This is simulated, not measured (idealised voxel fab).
Process module, titled voxel self aligned vias
Section cut is 200 nm wide and gridded with 5 nm square cells.
Heads up, the way a cross-section reads in here is a grid of square cells, handed over as bands from the top down, with every band being one or more rows of cells. Heads up on the band format: heights come first, top then bottom, in nm. After that it's the materials left to right, each with its width in nm. A single material flagged "all across" fills the whole band edge to edge, and "blank" means there's empty space there. It should be noted that heights are counted from 0, beneath which the wafer as supplied is of one material throughout, and that the lowest band possesses no lower boundary but continues downward, as written in "0..down". Width spec "30->40" -> top row of cells at first value, bottom row at second value, equal per-row change in between. It should be understood that the words "all unchanged", when stated for a given step, signify that the cross-section underwent no change in any of its cells during that step. The list in "Enclosed empty spaces" covers empty spaces of 8 cells or more that cannot reach the top through any open way, and it gives each as width x height at distance; the distance is from the left edge, and width, height and distance are in nm. Text after the settings on a step's line: the simulator's own remark on that step. The optional step-line setting "overlay nm" applies to steps with a mask and quantifies how far to the right of its planned location the mask lay, a negative value indicating leftward placement.

## This section lists the process steps that were planned
- 1: op RECEIVE | material Si
- 2: op CONFORMAL_DEP | material SiO2 | thk nm 15
- 3: op CONFORMAL_DEP | material SiCN | thk nm 5
- 4: op DIRECTIONAL_DEP | material lowk | thk nm 20
- 5: op PATTERN | tone open | mask id LINES | material resist | width nm 20 | pitch nm 45 | thk nm 20 | overlay nm 0
- 6: op DIRECTIONAL_ETCH | etch materials lowk | depth nm 20
- 7: op STRIP | etch materials resist
- 8: op CONFORMAL_DEP | material TiN | thk nm 5
- 9: op FILL_DEP | material Ru | thk nm 10
- 10: op CMP | height nm 40
- 11: op SELECTIVE_ETCH | etch materials W Ru TiN | depth nm 10
- 12: op FILL_DEP | material SiN | thk nm 10
- 13: op CMP | height nm 40
- 14: op DIRECTIONAL_DEP | material lowk | thk nm 15
- 15: op MASKED_ETCH | tone open | mask id VIAS | width nm 30 | pitch nm 90 | etch materials lowk | depth nm 15 | overlay nm 0
- 16: op MASKED_ETCH | tone open | mask id VIAS | width nm 30 | pitch nm 90 | etch materials SiN | depth nm 10 | overlay nm 0
- 17: op CONFORMAL_DEP | material TiN | thk nm 5
- 18: op FILL_DEP | material Ru | thk nm 5
- 19: op CMP | height nm 55
- 20: op CONFORMAL_DEP | material SiN | thk nm 5

## First of the two wafers, run per plan

## So this is the incoming wafer in cross-section - it's already been through step 1
* 0..down  Si all across
* Enclosed empty spaces: none

## The following cross-section depicts the wafer upon completion of step 2
* 15..0  SiO2 all across
* Below 0 it's all the same as before, nothing changed down there.

## The following cross-section depicts the wafer upon completion of step 3
* 20..15  SiCN all across
* Below 15 it's all the same as before, nothing changed down there.

## The following cross-section depicts the wafer upon completion of step 4
* 40..20  lowk all across
* Below 20 it's all the same as before, nothing changed down there.

## The following cross-section depicts the wafer upon completion of step 5
* 60..40  resist 45 nm / blank 20 nm / resist 25 nm / blank 20 nm / resist 25 nm / blank 20 nm / resist 45 nm
* Below 40 it's all the same as before, nothing changed down there.

## The following cross-section depicts the wafer upon completion of step 6
* 60..40  resist 45 nm / blank 20 nm / resist 25 nm / blank 20 nm / resist 25 nm / blank 20 nm / resist 45 nm
* 40..20  lowk 45 nm / blank 20 nm / lowk 25 nm / blank 20 nm / lowk 25 nm / blank 20 nm / lowk 45 nm
* Below 20 it's all the same as before, nothing changed down there.

## The following cross-section depicts the wafer upon completion of step 7
* 40..20  lowk 45 nm / blank 20 nm / lowk 25 nm / blank 20 nm / lowk 25 nm / blank 20 nm / lowk 45 nm
* Below 20 it's all the same as before, nothing changed down there.

## The following cross-section depicts the wafer upon completion of step 8
* 45..40  TiN 50 nm / blank 10 nm / TiN 35 nm / blank 10 nm / TiN 35 nm / blank 10 nm / TiN 50 nm
* 40..25  lowk 45 nm / TiN 5 nm / blank 10 nm / TiN 5 nm / lowk 25 nm / TiN 5 nm / blank 10 nm / TiN 5 nm / lowk 25 nm / TiN 5 nm / blank 10 nm / TiN 5 nm / lowk 45 nm
* 25..20  lowk 45 nm / TiN 20 nm / lowk 25 nm / TiN 20 nm / lowk 25 nm / TiN 20 nm / lowk 45 nm
* Below 20 it's all the same as before, nothing changed down there.

## The following cross-section depicts the wafer upon completion of step 9
* 55..45  Ru all across
* 45..40  TiN 50 nm / Ru 10 nm / TiN 35 nm / Ru 10 nm / TiN 35 nm / Ru 10 nm / TiN 50 nm
* 40..25  lowk 45 nm / TiN 5 nm / Ru 10 nm / TiN 5 nm / lowk 25 nm / TiN 5 nm / Ru 10 nm / TiN 5 nm / lowk 25 nm / TiN 5 nm / Ru 10 nm / TiN 5 nm / lowk 45 nm
* Below 25 it's all the same as before, nothing changed down there.

## The following cross-section depicts the wafer upon completion of step 10
* 40..25  lowk 45 nm / TiN 5 nm / Ru 10 nm / TiN 5 nm / lowk 25 nm / TiN 5 nm / Ru 10 nm / TiN 5 nm / lowk 25 nm / TiN 5 nm / Ru 10 nm / TiN 5 nm / lowk 45 nm
* Below 25 it's all the same as before, nothing changed down there.

## The following cross-section depicts the wafer upon completion of step 11
* 40..30  lowk 45 nm / blank 20 nm / lowk 25 nm / blank 20 nm / lowk 25 nm / blank 20 nm / lowk 45 nm
* Below 30 it's all the same as before, nothing changed down there.

## The following cross-section depicts the wafer upon completion of step 12
* 50..40  SiN all across
* 40..30  lowk 45 nm / SiN 20 nm / lowk 25 nm / SiN 20 nm / lowk 25 nm / SiN 20 nm / lowk 45 nm
* Below 30 it's all the same as before, nothing changed down there.

## The following cross-section depicts the wafer upon completion of step 13
* 40..30  lowk 45 nm / SiN 20 nm / lowk 25 nm / SiN 20 nm / lowk 25 nm / SiN 20 nm / lowk 45 nm
* Below 30 it's all the same as before, nothing changed down there.

## The following cross-section depicts the wafer upon completion of step 14
* 55..40  lowk all across
* Below 40 it's all the same as before, nothing changed down there.

## The following cross-section depicts the wafer upon completion of step 15
* 55..40  lowk 40 nm / blank 30 nm / lowk 60 nm / blank 30 nm / lowk 40 nm
* Below 40 it's all the same as before, nothing changed down there.

## The following cross-section depicts the wafer upon completion of step 16
* 55..40  lowk 40 nm / blank 30 nm / lowk 60 nm / blank 30 nm / lowk 40 nm
* 40..30  lowk 45 nm / blank 20 nm / lowk 25 nm / SiN 20 nm / lowk 25 nm / blank 20 nm / lowk 45 nm
* Below 30 it's all the same as before, nothing changed down there.

## The following cross-section depicts the wafer upon completion of step 17
* 60..55  TiN 45 nm / blank 20 nm / TiN 70 nm / blank 20 nm / TiN 45 nm
* 55..45  lowk 40 nm / TiN 5 nm / blank 20 nm / TiN 5 nm / lowk 60 nm / TiN 5 nm / blank 20 nm / TiN 5 nm / lowk 40 nm
* 45..40  lowk 40 nm / TiN 10 nm / blank 10 nm / TiN 10 nm / lowk 60 nm / TiN 10 nm / blank 10 nm / TiN 10 nm / lowk 40 nm
* 40..35  lowk 45 nm / TiN 5 nm / blank 10 nm / TiN 5 nm / lowk 25 nm / SiN 20 nm / lowk 25 nm / TiN 5 nm / blank 10 nm / TiN 5 nm / lowk 45 nm
* 35..30  lowk 45 nm / TiN 20 nm / lowk 25 nm / SiN 20 nm / lowk 25 nm / TiN 20 nm / lowk 45 nm
* Below 30 it's all the same as before, nothing changed down there.

## The following cross-section depicts the wafer upon completion of step 18
* 65..60  Ru all across
* 60..55  TiN 45 nm / Ru 20 nm / TiN 70 nm / Ru 20 nm / TiN 45 nm
* 55..45  lowk 40 nm / TiN 5 nm / Ru 20 nm / TiN 5 nm / lowk 60 nm / TiN 5 nm / Ru 20 nm / TiN 5 nm / lowk 40 nm
* 45..40  lowk 40 nm / TiN 10 nm / Ru 10 nm / TiN 10 nm / lowk 60 nm / TiN 10 nm / Ru 10 nm / TiN 10 nm / lowk 40 nm
* 40..35  lowk 45 nm / TiN 5 nm / Ru 10 nm / TiN 5 nm / lowk 25 nm / SiN 20 nm / lowk 25 nm / TiN 5 nm / Ru 10 nm / TiN 5 nm / lowk 45 nm
* Below 35 it's all the same as before, nothing changed down there.

## The following cross-section depicts the wafer upon completion of step 19
* 55..45  lowk 40 nm / TiN 5 nm / Ru 20 nm / TiN 5 nm / lowk 60 nm / TiN 5 nm / Ru 20 nm / TiN 5 nm / lowk 40 nm
* Below 45 it's all the same as before, nothing changed down there.

## The following cross-section depicts the wafer upon completion of step 20
* 60..55  SiN all across
* Below 55 it's all the same as before, nothing changed down there.

## Second wafer, same starting state and plan as the first, one mistake in the run, identical through step 4

## Cross-section of the second wafer at the time step 5 of the plan should have ended
* 60..40  resist 50 nm / blank 20 nm / resist 25 nm / blank 20 nm / resist 25 nm / blank 20 nm / resist 40 nm
* Below 40 it's all the same as before, nothing changed down there.

## Cross-section of the second wafer at the time step 6 of the plan should have ended
* 60..40  resist 50 nm / blank 20 nm / resist 25 nm / blank 20 nm / resist 25 nm / blank 20 nm / resist 40 nm
* 40..20  lowk 50 nm / blank 20 nm / lowk 25 nm / blank 20 nm / lowk 25 nm / blank 20 nm / lowk 40 nm
* Below 20 it's all the same as before, nothing changed down there.

## Cross-section of the second wafer at the time step 7 of the plan should have ended
* 40..20  lowk 50 nm / blank 20 nm / lowk 25 nm / blank 20 nm / lowk 25 nm / blank 20 nm / lowk 40 nm
* Below 20 it's all the same as before, nothing changed down there.

## Cross-section of the second wafer at the time step 8 of the plan should have ended
* 45..40  TiN 55 nm / blank 10 nm / TiN 35 nm / blank 10 nm / TiN 35 nm / blank 10 nm / TiN 45 nm
* 40..25  lowk 50 nm / TiN 5 nm / blank 10 nm / TiN 5 nm / lowk 25 nm / TiN 5 nm / blank 10 nm / TiN 5 nm / lowk 25 nm / TiN 5 nm / blank 10 nm / TiN 5 nm / lowk 40 nm
* 25..20  lowk 50 nm / TiN 20 nm / lowk 25 nm / TiN 20 nm / lowk 25 nm / TiN 20 nm / lowk 40 nm
* Below 20 it's all the same as before, nothing changed down there.

## Cross-section of the second wafer at the time step 9 of the plan should have ended
* 55..45  Ru all across
* 45..40  TiN 55 nm / Ru 10 nm / TiN 35 nm / Ru 10 nm / TiN 35 nm / Ru 10 nm / TiN 45 nm
* 40..25  lowk 50 nm / TiN 5 nm / Ru 10 nm / TiN 5 nm / lowk 25 nm / TiN 5 nm / Ru 10 nm / TiN 5 nm / lowk 25 nm / TiN 5 nm / Ru 10 nm / TiN 5 nm / lowk 40 nm
* Below 25 it's all the same as before, nothing changed down there.

## Cross-section of the second wafer at the time step 10 of the plan should have ended
* 40..25  lowk 50 nm / TiN 5 nm / Ru 10 nm / TiN 5 nm / lowk 25 nm / TiN 5 nm / Ru 10 nm / TiN 5 nm / lowk 25 nm / TiN 5 nm / Ru 10 nm / TiN 5 nm / lowk 40 nm
* Below 25 it's all the same as before, nothing changed down there.

## Cross-section of the second wafer at the time step 11 of the plan should have ended
* 40..30  lowk 50 nm / blank 20 nm / lowk 25 nm / blank 20 nm / lowk 25 nm / blank 20 nm / lowk 40 nm
* Below 30 it's all the same as before, nothing changed down there.

## Cross-section of the second wafer at the time step 12 of the plan should have ended
* 50..40  SiN all across
* 40..30  lowk 50 nm / SiN 20 nm / lowk 25 nm / SiN 20 nm / lowk 25 nm / SiN 20 nm / lowk 40 nm
* Below 30 it's all the same as before, nothing changed down there.

## Cross-section of the second wafer at the time step 13 of the plan should have ended
* 40..30  lowk 50 nm / SiN 20 nm / lowk 25 nm / SiN 20 nm / lowk 25 nm / SiN 20 nm / lowk 40 nm
* Below 30 it's all the same as before, nothing changed down there.

## Cross-section of the second wafer at the time step 14 of the plan should have ended
* 55..40  lowk all across
* Below 40 it's all the same as before, nothing changed down there.

## Cross-section of the second wafer at the time step 15 of the plan should have ended
* 55..40  lowk 40 nm / blank 30 nm / lowk 60 nm / blank 30 nm / lowk 40 nm
* Below 40 it's all the same as before, nothing changed down there.

## Cross-section of the second wafer at the time step 16 of the plan should have ended
* 55..40  lowk 40 nm / blank 30 nm / lowk 60 nm / blank 30 nm / lowk 40 nm
* 40..30  lowk 50 nm / blank 20 nm / lowk 25 nm / SiN 20 nm / lowk 25 nm / blank 20 nm / lowk 40 nm
* Below 30 it's all the same as before, nothing changed down there.

## Cross-section of the second wafer at the time step 17 of the plan should have ended
* 60..55  TiN 45 nm / blank 20 nm / TiN 70 nm / blank 20 nm / TiN 45 nm
* 55..45  lowk 40 nm / TiN 5 nm / blank 20 nm / TiN 5 nm / lowk 60 nm / TiN 5 nm / blank 20 nm / TiN 5 nm / lowk 40 nm
* 45..40  lowk 40 nm / TiN 15 nm / blank 10 nm / TiN 5 nm / lowk 60 nm / TiN 15 nm / blank 10 nm / TiN 5 nm / lowk 40 nm
* 40..35  lowk 50 nm / TiN 5 nm / blank 10 nm / TiN 5 nm / lowk 25 nm / SiN 20 nm / lowk 25 nm / TiN 5 nm / blank 10 nm / TiN 5 nm / lowk 40 nm
* 35..30  lowk 50 nm / TiN 20 nm / lowk 25 nm / SiN 20 nm / lowk 25 nm / TiN 20 nm / lowk 40 nm
* Below 30 it's all the same as before, nothing changed down there.

## Cross-section of the second wafer at the time step 18 of the plan should have ended
* 65..60  Ru all across
* 60..55  TiN 45 nm / Ru 20 nm / TiN 70 nm / Ru 20 nm / TiN 45 nm
* 55..45  lowk 40 nm / TiN 5 nm / Ru 20 nm / TiN 5 nm / lowk 60 nm / TiN 5 nm / Ru 20 nm / TiN 5 nm / lowk 40 nm
* 45..40  lowk 40 nm / TiN 15 nm / Ru 10 nm / TiN 5 nm / lowk 60 nm / TiN 15 nm / Ru 10 nm / TiN 5 nm / lowk 40 nm
* 40..35  lowk 50 nm / TiN 5 nm / Ru 10 nm / TiN 5 nm / lowk 25 nm / SiN 20 nm / lowk 25 nm / TiN 5 nm / Ru 10 nm / TiN 5 nm / lowk 40 nm
* Below 35 it's all the same as before, nothing changed down there.

## Cross-section of the second wafer at the time step 19 of the plan should have ended
* 55..45  lowk 40 nm / TiN 5 nm / Ru 20 nm / TiN 5 nm / lowk 60 nm / TiN 5 nm / Ru 20 nm / TiN 5 nm / lowk 40 nm
* Below 45 it's all the same as before, nothing changed down there.

## Cross-section of the second wafer at the time step 20 of the plan should have ended
* 60..55  SiN all across
* Below 55 it's all the same as before, nothing changed down there.
Against the plan, the run slipped here: note that step 5 departed from the planned setting and was carried out as op PATTERN | tone open | mask id LINES | material resist | width nm 20 | pitch nm 45 | thk nm 20 | overlay nm 5
Tallied in cells, the final second wafer holds each material in the same quantity as the first, although not at the same places.
